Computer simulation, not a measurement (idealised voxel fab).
Process module heading - voxel air gaps
Cross-section cut spans 265 nm and uses square cells 5 nm in size.
Format of a cross-section: grid, square cells. Given as bands. Order: top down. Band: one or more rows of cells. In this notation a band is specified by the heights of its top and bottom, in that order and in nm, after which its materials appear from left to right, each paired with its width in nm. The word "everywhere" attached to a single material means that material fills the band from edge to edge; the word "blank" stands for empty space. All heights in this document are referenced to 0, defined as the level beneath which the wafer, as received, consists entirely of one material. The lowest band is not bounded below; it extends indefinitely downward and is written in the form "0..down". Read "30 to 40" as a graded width: first number on top, second number at the bottom, same change between each pair of neighbouring rows. The cross-section has no changed cell in any step marked "changes: none". Voids not open to the top, 8 cells minimum: see "Enclosed empty spaces". Written width x height at distance; distance is from the left edge; nm. Formally, on a step line, whatever follows the settings is a remark that the simulator itself makes on the step. "overlay nm" on a masked step: distance the mask lay right of its planned place, negative for left.
Process steps - plan
step 1: RECEIVE (material Si)
step 2: CONFORMAL_DEP (material SiO2; thk nm 10)
step 3: CONFORMAL_DEP (material SiCN; thk nm 5)
step 4: DIRECTIONAL_DEP (material lowk; thk nm 40)
step 5: PATTERN (tone open; mask id LINES; material resist; width nm 20; pitch nm 45; thk nm 15; overlay nm 0)
step 6: DIRECTIONAL_ETCH (etch materials lowk; depth nm 40)
step 7: STRIP (etch materials resist)
step 8: CONFORMAL_DEP (material TiN; thk nm 5)
step 9: FILL_DEP (material W; thk nm 5)
step 10: CMP (height nm 55)
step 11: EPI (material Ru; thk nm 10)
step 12: SELECTIVE_ETCH (etch materials lowk; depth nm 50)
step 13: CONFORMAL_DEP (material SiCN; thk nm 5)
Concerning the first of two wafers, which was run in accordance with the plan
Cross-section, incoming material, after step 1
- 0..down = Si everywhere
- Enclosed empty spaces: none
Sectional view: wafer, after step 2
- 10..0 = SiO2 everywhere
- Everything under 0 stays put, no change at all.
Sectional view: wafer, after step 3
- 15..10 = SiCN everywhere
- Everything under 10 stays put, no change at all.
Sectional view: wafer, after step 4
- 55..15 = lowk everywhere
- Everything under 15 stays put, no change at all.
Sectional view: wafer, after step 5
- 70..55 = resist: 55, blank: 20, resist: 25, blank: 20, resist: 25, blank: 20, resist: 25, blank: 20, resist: 55
- Everything under 55 stays put, no change at all.
Sectional view: wafer, after step 6
- 70..55 = resist: 55, blank: 20, resist: 25, blank: 20, resist: 25, blank: 20, resist: 25, blank: 20, resist: 55
- 55..15 = lowk: 55, blank: 20, lowk: 25, blank: 20, lowk: 25, blank: 20, lowk: 25, blank: 20, lowk: 55
- Everything under 15 stays put, no change at all.
Sectional view: wafer, after step 7
- 55..15 = lowk: 55, blank: 20, lowk: 25, blank: 20, lowk: 25, blank: 20, lowk: 25, blank: 20, lowk: 55
- Everything under 15 stays put, no change at all.
Sectional view: wafer, after step 8
- 60..55 = TiN: 60, blank: 10, TiN: 35, blank: 10, TiN: 35, blank: 10, TiN: 35, blank: 10, TiN: 60
- 55..20 = lowk: 55, TiN: 5, blank: 10, TiN: 5, lowk: 25, TiN: 5, blank: 10, TiN: 5, lowk: 25, TiN: 5, blank: 10, TiN: 5, lowk: 25, TiN: 5, blank: 10, TiN: 5, lowk: 55
- 20..15 = lowk: 55, TiN: 20, lowk: 25, TiN: 20, lowk: 25, TiN: 20, lowk: 25, TiN: 20, lowk: 55
- Everything under 15 stays put, no change at all.
Sectional view: wafer, after step 9
- 65..60 = W everywhere
- 60..55 = TiN: 60, W: 10, TiN: 35, W: 10, TiN: 35, W: 10, TiN: 35, W: 10, TiN: 60
- 55..20 = lowk: 55, TiN: 5, W: 10, TiN: 5, lowk: 25, TiN: 5, W: 10, TiN: 5, lowk: 25, TiN: 5, W: 10, TiN: 5, lowk: 25, TiN: 5, W: 10, TiN: 5, lowk: 55
- Everything under 20 stays put, no change at all.
Sectional view: wafer, after step 10
- 55..20 = lowk: 55, TiN: 5, W: 10, TiN: 5, lowk: 25, TiN: 5, W: 10, TiN: 5, lowk: 25, TiN: 5, W: 10, TiN: 5, lowk: 25, TiN: 5, W: 10, TiN: 5, lowk: 55
- Everything under 20 stays put, no change at all.
Sectional view: wafer, after step 11
- 65..55 = blank: 45, Ru: 40, blank: 5, Ru: 40, blank: 5, Ru: 40, blank: 5, Ru: 40, blank: 45
- Everything under 55 stays put, no change at all.
Sectional view: wafer, after step 12
- 65..55 = blank: 45, Ru: 40, blank: 5, Ru: 40, blank: 5, Ru: 40, blank: 5, Ru: 40, blank: 45
- 55..20 = blank: 55, TiN: 5, W: 10, TiN: 5, blank: 25, TiN: 5, W: 10, TiN: 5, blank: 25, TiN: 5, W: 10, TiN: 5, blank: 25, TiN: 5, W: 10, TiN: 5, blank: 55
- 20..15 = blank: 55, TiN: 20, blank: 25, TiN: 20, blank: 25, TiN: 20, blank: 25, TiN: 20, blank: 55
- Everything under 15 stays put, no change at all.
Sectional view: wafer, after step 13
- 70..65 = blank: 40, SiCN: 185, blank: 40
- 65..55 = blank: 40, SiCN: 5, Ru: 40, SiCN: 5, Ru: 40, SiCN: 5, Ru: 40, SiCN: 5, Ru: 40, SiCN: 5, blank: 40
- 55..50 = blank: 40, SiCN: 15, TiN: 5, W: 10, TiN: 5, SiCN: 25, TiN: 5, W: 10, TiN: 5, SiCN: 25, TiN: 5, W: 10, TiN: 5, SiCN: 25, TiN: 5, W: 10, TiN: 5, SiCN: 15, blank: 40
- 50..20 = blank: 50, SiCN: 5, TiN: 5, W: 10, TiN: 5, SiCN: 5, blank: 15, SiCN: 5, TiN: 5, W: 10, TiN: 5, SiCN: 5, blank: 15, SiCN: 5, TiN: 5, W: 10, TiN: 5, SiCN: 5, blank: 15, SiCN: 5, TiN: 5, W: 10, TiN: 5, SiCN: 5, blank: 50
- 20..15 = SiCN: 55, TiN: 20, SiCN: 25, TiN: 20, SiCN: 25, TiN: 20, SiCN: 25, TiN: 20, SiCN: 55
- Everything under 15 stays put, no change at all.
- Enclosed empty spaces: 15 x 30 at 80; 15 x 30 at 125; 15 x 30 at 170
Second wafer, same starting state and plan as the first, one mistake in the run, identical through step 4
Cross-section of the second wafer corresponding to the planned conclusion of step 5
- 70..55 = blank: 55, resist: 20, blank: 25, resist: 20, blank: 25, resist: 20, blank: 25, resist: 20, blank: 55
- Everything under 55 stays put, no change at all.
Cross-section of the second wafer corresponding to the planned conclusion of step 6
- 70..55 = blank: 55, resist: 20, blank: 25, resist: 20, blank: 25, resist: 20, blank: 25, resist: 20, blank: 55
- 55..15 = blank: 55, lowk: 20, blank: 25, lowk: 20, blank: 25, lowk: 20, blank: 25, lowk: 20, blank: 55
- Everything under 15 stays put, no change at all.
Cross-section of the second wafer corresponding to the planned conclusion of step 7
- 55..15 = blank: 55, lowk: 20, blank: 25, lowk: 20, blank: 25, lowk: 20, blank: 25, lowk: 20, blank: 55
- Everything under 15 stays put, no change at all.
Cross-section of the second wafer corresponding to the planned conclusion of step 8
- 60..55 = blank: 50, TiN: 30, blank: 15, TiN: 30, blank: 15, TiN: 30, blank: 15, TiN: 30, blank: 50
- 55..20 = blank: 50, TiN: 5, lowk: 20, TiN: 5, blank: 15, TiN: 5, lowk: 20, TiN: 5, blank: 15, TiN: 5, lowk: 20, TiN: 5, blank: 15, TiN: 5, lowk: 20, TiN: 5, blank: 50
- 20..15 = TiN: 55, lowk: 20, TiN: 25, lowk: 20, TiN: 25, lowk: 20, TiN: 25, lowk: 20, TiN: 55
- Everything under 15 stays put, no change at all.
Cross-section of the second wafer corresponding to the planned conclusion of step 9
- 65..60 = W everywhere
- 60..55 = W: 50, TiN: 30, W: 15, TiN: 30, W: 15, TiN: 30, W: 15, TiN: 30, W: 50
- 55..20 = W: 50, TiN: 5, lowk: 20, TiN: 5, W: 15, TiN: 5, lowk: 20, TiN: 5, W: 15, TiN: 5, lowk: 20, TiN: 5, W: 15, TiN: 5, lowk: 20, TiN: 5, W: 50
- Everything under 20 stays put, no change at all.
Cross-section of the second wafer corresponding to the planned conclusion of step 10
- 55..20 = W: 50, TiN: 5, lowk: 20, TiN: 5, W: 15, TiN: 5, lowk: 20, TiN: 5, W: 15, TiN: 5, lowk: 20, TiN: 5, W: 15, TiN: 5, lowk: 20, TiN: 5, W: 50
- Everything under 20 stays put, no change at all.
Cross-section of the second wafer corresponding to the planned conclusion of step 11
- 65..55 = Ru everywhere
- Everything under 55 stays put, no change at all.
Cross-section of the second wafer corresponding to the planned conclusion of step 12: changes: none
Cross-section of the second wafer corresponding to the planned conclusion of step 13
- 70..65 = SiCN everywhere
- Everything under 65 stays put, no change at all.
What was done differently from what was planned? it should be noted that step 5 was executed with settings other than those planned, the operation and settings actually applied being PATTERN (tone cover; mask id LINES; material resist; width nm 20; pitch nm 45; thk nm 15; overlay nm 0)
It is noted that, at the conclusion of processing, the second wafer exhibits a higher or lower cell count for certain materials relative to the first: 42 more of Ru; 100 fewer of SiCN; 21 more of TiN; 147 more of W; 128 more of lowk
Closed voids, final: 3 / 0 (first wafer / second wafer).
